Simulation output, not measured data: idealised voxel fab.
Process module, titled voxel double patterning
The width of the displayed cross-section, cut, is 295 nm; its cells are square, with a size of 5 nm.
This document writes a cross-section as a grid whose cells are square, and gives it as bands, listed from the top down; one or more rows of cells form a band. This entry defines a band. It first specifies the height of the band's top and the height of its bottom in nm, and then specifies the band's materials from left to right, stating each material with its width in nm. The word "full width" identifies a single material that fills the band from edge to edge, while the word "empty" identifies empty space. Height reference: 0 = level under which incoming wafer is all one material. Lowest band: no bottom, runs on downward, e.g. "0 -> down". With a width like "30..40", each row of cells in the band differs from the next by the same amount, the top row carrying the first number and the bottom row the second. Step note "identical to before" = no cross-section cell changed. Sealed voids: empty space of 8 cells or more with no open way to the top, each as width x height at its distance from the left edge, in nm. Heads up: the bit after the settings on a step's line is the simulator's remark on that step. On any step carrying a mask, the "overlay nm" setting, if present on the step's line, tells how far right of its planned place the mask lay; negative values point to the left.

plan
1: RECEIVE | material Si
2: CONFORMAL_DEP | material SiN | thk nm 5
3: DIRECTIONAL_DEP | material SiO2 | thk nm 15
4: DIRECTIONAL_DEP | material SiCN | thk nm 10
5: MASKED_ETCH | tone open | mask id FIRST | width nm 15 | pitch nm 50 | etch materials SiCN | depth nm 10 | overlay nm 0
6: MASKED_ETCH | tone open | mask id SECOND | width nm 15 | etch materials SiCN | depth nm 10 | overlay nm 0
7: DIRECTIONAL_ETCH | etch materials SiO2 | depth nm 15
8: STRIP | etch materials SiCN

Run as planned: first of two wafers

as received, after step 1
* 0 -> down | Si full width
* Sealed voids: none

Step 2 complete: cross-section through the wafer
* 5 -> 0 | SiN full width
* Lower than 0, everything is as it was.

Step 3 complete: cross-section through the wafer
* 20 -> 5 | SiO2 full width
* Lower than 5, everything is as it was.

Step 4 complete: cross-section through the wafer
* 30 -> 20 | SiCN full width
* Lower than 20, everything is as it was.

Step 5 complete: cross-section through the wafer
* 30 -> 20 | SiCN (115)  empty (15)  SiCN (35)  empty (15)  SiCN (115)
* Lower than 20, everything is as it was.

Step 6 complete: cross-section through the wafer
* 30 -> 20 | SiCN (115)  empty (15)  SiCN (10)  empty (15)  SiCN (10)  empty (15)  SiCN (115)
* Lower than 20, everything is as it was.

Step 7 complete: cross-section through the wafer
* 30 -> 20 | SiCN (115)  empty (15)  SiCN (10)  empty (15)  SiCN (10)  empty (15)  SiCN (115)
* 20 -> 5 | SiO2 (115)  empty (15)  SiO2 (10)  empty (15)  SiO2 (10)  empty (15)  SiO2 (115)
* Lower than 5, everything is as it was.

Step 8 complete: cross-section through the wafer
* 20 -> 5 | SiO2 (115)  empty (15)  SiO2 (10)  empty (15)  SiO2 (10)  empty (15)  SiO2 (115)
* Lower than 5, everything is as it was.

The Second Wafer: Common Origin and Plan, One Mistake in Execution, Identical to the First Through Step 1

Cross-section of the second wafer at the time by which step 2 should have been completed according to the plan
* 5 -> 0 | SiO2 full width
* Lower than 0, everything is as it was.

Cross-section of the second wafer at the time by which step 3 should have been completed according to the plan
* 20 -> 0 | SiO2 full width
* Lower than 0, everything is as it was.

Cross-section of the second wafer at the time by which step 4 should have been completed according to the plan
* 30 -> 20 | SiCN full width
* Lower than 20, everything is as it was.

Cross-section of the second wafer at the time by which step 5 should have been completed according to the plan
* 30 -> 20 | SiCN (115)  empty (15)  SiCN (35)  empty (15)  SiCN (115)
* Lower than 20, everything is as it was.

Cross-section of the second wafer at the time by which step 6 should have been completed according to the plan
* 30 -> 20 | SiCN (115)  empty (15)  SiCN (10)  empty (15)  SiCN (10)  empty (15)  SiCN (115)
* Lower than 20, everything is as it was.

Cross-section of the second wafer at the time by which step 7 should have been completed according to the plan
* 30 -> 20 | SiCN (115)  empty (15)  SiCN (10)  empty (15)  SiCN (10)  empty (15)  SiCN (115)
* 20 -> 5 | SiO2 (115)  empty (15)  SiO2 (10)  empty (15)  SiO2 (10)  empty (15)  SiO2 (115)
* Lower than 5, everything is as it was.

Cross-section of the second wafer at the time by which step 8 should have been completed according to the plan
* 20 -> 5 | SiO2 (115)  empty (15)  SiO2 (10)  empty (15)  SiO2 (10)  empty (15)  SiO2 (115)
* Lower than 5, everything is as it was.
So what did we get wrong on this run? step 2 went in with a setting other than planned; the actual run was CONFORMAL_DEP | material SiO2 | thk nm 5
Final cells, second wafer relative to first, materials higher or lower: 59 fewer of SiN, 59 more of SiO2
